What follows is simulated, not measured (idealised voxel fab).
A process module follows: voxel air gaps.
The figure presents cross-section cut, which has a width of 170 nm and is divided into square cells with an edge length of 5 nm.
Cross-section = grid of square cells, listed top down in bands; band = one or more rows.
Within each band entry, the heights of the top and of the bottom of the band appear first, in that order and in nm; the materials of the band then follow from left to right, each with its corresponding width in nm. The designation "everywhere" on a single material indicates that it fills the band from edge to edge; the designation "blank" indicates empty space.
Where do heights start? At 0: under that level the wafer as delivered is made of one material only. And the lowest band has no floor; it just carries on downward, as in "z 0 and below".
The notation "30..40" denotes a width that varies across the rows of cells in the band, beginning at the first number in the top row, finishing at the second number in the bottom row, and changing by an identical amount from each row to the next.
Basically "all unchanged" means that step didn't change any cell in the cross-section.
"Voids lacking openings" means: voids of 8 cells or more that are shut off from the top with no open way through. Written width x height at distance, distance from the left edge, in nm.
What comes after the settings on a step's line is commentary from the simulator itself on that step.
overlay nm: for a step with a mask, the amount by which the mask lay right of where it was planned; a negative amount means left of it.
# This section lists the process steps that were planned
1 RECEIVE | material Si
2 CONFORMAL_DEP | material SiO2 | thk nm 15
3 CONFORMAL_DEP | material SiCN | thk nm 5
4 DIRECTIONAL_DEP | material SiO2 | thk nm 40
5 PATTERN | tone open | mask id LINES | material resist | width nm 25 | pitch nm 50 | thk nm 15 | overlay nm 0
6 DIRECTIONAL_ETCH | etch materials SiO2 | depth nm 40
7 STRIP | etch materials resist
8 CONFORMAL_DEP | material TiN | thk nm 5
9 FILL_DEP | material Cu | thk nm 5
10 CMP | height nm 60
11 EPI | material Ru | thk nm 10
12 SELECTIVE_ETCH | etch materials SiO2 | depth nm 50
13 CONFORMAL_DEP | material SiCN | thk nm 5
# first wafer, as planned
# Step 1 complete: cross-section of the wafer as received
z 0 and below = Si everywhere
Voids lacking openings: none
# Step 2 done - wafer cross-section
z 15 to 0 = SiO2 everywhere
All layers under 0 are left as they were.
# Step 3 done - wafer cross-section
z 20 to 15 = SiCN everywhere
All layers under 15 are left as they were.
# Step 4 done - wafer cross-section
z 60 to 20 = SiO2 everywhere
All layers under 20 are left as they were.
# Step 5 done - wafer cross-section
z 75 to 60 = 20 resist, then 25 blank, then 25 resist, then 25 blank, then 25 resist, then 25 blank, then 25 resist
All layers under 60 are left as they were.
# Step 6 done - wafer cross-section
z 75 to 60 = 20 resist, then 25 blank, then 25 resist, then 25 blank, then 25 resist, then 25 blank, then 25 resist
z 60 to 20 = 20 SiO2, then 25 blank, then 25 SiO2, then 25 blank, then 25 SiO2, then 25 blank, then 25 SiO2
All layers under 20 are left as they were.
# Step 7 done - wafer cross-section
z 60 to 20 = 20 SiO2, then 25 blank, then 25 SiO2, then 25 blank, then 25 SiO2, then 25 blank, then 25 SiO2
All layers under 20 are left as they were.
# Step 8 done - wafer cross-section
z 65 to 60 = 25 TiN, then 15 blank, then 35 TiN, then 15 blank, then 35 TiN, then 15 blank, then 30 TiN
z 60 to 25 = 20 SiO2, then 5 TiN, then 15 blank, then 5 TiN, then 25 SiO2, then 5 TiN, then 15 blank, then 5 TiN, then 25 SiO2, then 5 TiN, then 15 blank, then 5 TiN, then 25 SiO2
z 25 to 20 = 20 SiO2, then 25 TiN, then 25 SiO2, then 25 TiN, then 25 SiO2, then 25 TiN, then 25 SiO2
All layers under 20 are left as they were.
# Step 9 done - wafer cross-section
z 70 to 65 = Cu everywhere
z 65 to 60 = 25 TiN, then 15 Cu, then 35 TiN, then 15 Cu, then 35 TiN, then 15 Cu, then 30 TiN
z 60 to 25 = 20 SiO2, then 5 TiN, then 15 Cu, then 5 TiN, then 25 SiO2, then 5 TiN, then 15 Cu, then 5 TiN, then 25 SiO2, then 5 TiN, then 15 Cu, then 5 TiN, then 25 SiO2
All layers under 25 are left as they were.
# Step 10 done - wafer cross-section
z 60 to 25 = 20 SiO2, then 5 TiN, then 15 Cu, then 5 TiN, then 25 SiO2, then 5 TiN, then 15 Cu, then 5 TiN, then 25 SiO2, then 5 TiN, then 15 Cu, then 5 TiN, then 25 SiO2
All layers under 25 are left as they were.
# Step 11 done - wafer cross-section
z 70 to 60 = 10 blank, then 45 Ru, then 5 blank, then 45 Ru, then 5 blank, then 45 Ru, then 15 blank
All layers under 60 are left as they were.
# Step 12 done - wafer cross-section
z 70 to 60 = 10 blank, then 45 Ru, then 5 blank, then 45 Ru, then 5 blank, then 45 Ru, then 15 blank
z 60 to 25 = 20 blank, then 5 TiN, then 15 Cu, then 5 TiN, then 25 blank, then 5 TiN, then 15 Cu, then 5 TiN, then 25 blank, then 5 TiN, then 15 Cu, then 5 TiN, then 25 blank
z 25 to 20 = 20 blank, then 25 TiN, then 25 blank, then 25 TiN, then 25 blank, then 25 TiN, then 25 blank
All layers under 20 are left as they were.
# Step 13 done - wafer cross-section
z 75 to 70 = 5 blank, then 155 SiCN, then 10 blank
z 70 to 60 = 5 blank, then 5 SiCN, then 45 Ru, then 5 SiCN, then 45 Ru, then 5 SiCN, then 45 Ru, then 5 SiCN, then 10 blank
z 60 to 55 = 5 blank, then 15 SiCN, then 5 TiN, then 15 Cu, then 5 TiN, then 25 SiCN, then 5 TiN, then 15 Cu, then 5 TiN, then 25 SiCN, then 5 TiN, then 15 Cu, then 5 TiN, then 15 SiCN, then 10 blank
z 55 to 25 = 15 blank, then 5 SiCN, then 5 TiN, then 15 Cu, then 5 TiN, then 5 SiCN, then 15 blank, then 5 SiCN, then 5 TiN, then 15 Cu, then 5 TiN, then 5 SiCN, then 15 blank, then 5 SiCN, then 5 TiN, then 15 Cu, then 5 TiN, then 5 SiCN, then 20 blank
z 25 to 20 = 20 SiCN, then 25 TiN, then 25 SiCN, then 25 TiN, then 25 SiCN, then 25 TiN, then 25 SiCN
All layers under 20 are left as they were.
Voids lacking openings: 15 x 30 at 50; 15 x 30 at 100
# Second wafer: same start and same plan as the first, one execution error; identical to the first through step 12
# At the planned end of step 13, the second wafer in cross-section
z 85 to 70 = SiCN everywhere
z 70 to 60 = 10 SiCN, then 45 Ru, then 5 SiCN, then 45 Ru, then 5 SiCN, then 45 Ru, then 15 SiCN
z 60 to 55 = 20 SiCN, then 5 TiN, then 15 Cu, then 5 TiN, then 25 SiCN, then 5 TiN, then 15 Cu, then 5 TiN, then 25 SiCN, then 5 TiN, then 15 Cu, then 5 TiN, then 25 SiCN
z 55 to 50 = 20 SiCN, then 5 TiN, then 15 Cu, then 5 TiN, then 5 SiCN, then 15 blank, then 5 SiCN, then 5 TiN, then 15 Cu, then 5 TiN, then 5 SiCN, then 15 blank, then 5 SiCN, then 5 TiN, then 15 Cu, then 5 TiN, then 25 SiCN
z 50 to 45 = 10 blank, then 10 SiCN, then 5 TiN, then 15 Cu, then 5 TiN, then 5 SiCN, then 15 blank, then 5 SiCN, then 5 TiN, then 15 Cu, then 5 TiN, then 5 SiCN, then 15 blank, then 5 SiCN, then 5 TiN, then 15 Cu, then 5 TiN, then 25 SiCN
z 45 to 35 = 10 blank, then 10 SiCN, then 5 TiN, then 15 Cu, then 5 TiN, then 5 SiCN, then 15 blank, then 5 SiCN, then 5 TiN, then 15 Cu, then 5 TiN, then 5 SiCN, then 15 blank, then 5 SiCN, then 5 TiN, then 15 Cu, then 5 TiN, then 15 SiCN, then 10 blank
z 35 to 30 = 10 blank, then 10 SiCN, then 5 TiN, then 15 Cu, then 5 TiN, then 5 SiCN, then 15 blank, then 5 SiCN, then 5 TiN, then 15 Cu, then 5 TiN, then 5 SiCN, then 15 blank, then 5 SiCN, then 5 TiN, then 15 Cu, then 5 TiN, then 25 SiCN
z 30 to 25 = 20 SiCN, then 5 TiN, then 15 Cu, then 5 TiN, then 5 SiCN, then 15 blank, then 5 SiCN, then 5 TiN, then 15 Cu, then 5 TiN, then 5 SiCN, then 15 blank, then 5 SiCN, then 5 TiN, then 15 Cu, then 5 TiN, then 25 SiCN
z 25 to 20 = 20 SiCN, then 25 TiN, then 25 SiCN, then 25 TiN, then 25 SiCN, then 25 TiN, then 25 SiCN
All layers under 20 are left as they were.
Voids lacking openings: 10 x 20 at 0; 15 x 30 at 50; 15 x 30 at 100
What broke from the plan during processing? step 13 ran as: CONFORMAL_DEP | material SiCN | thk nm 15
It is noted that, at the conclusion of processing, the second wafer exhibits a higher or lower cell count for certain materials relative to the first: 110 more of SiCN
closed voids at the end (first wafer, second wafer): 2, 3
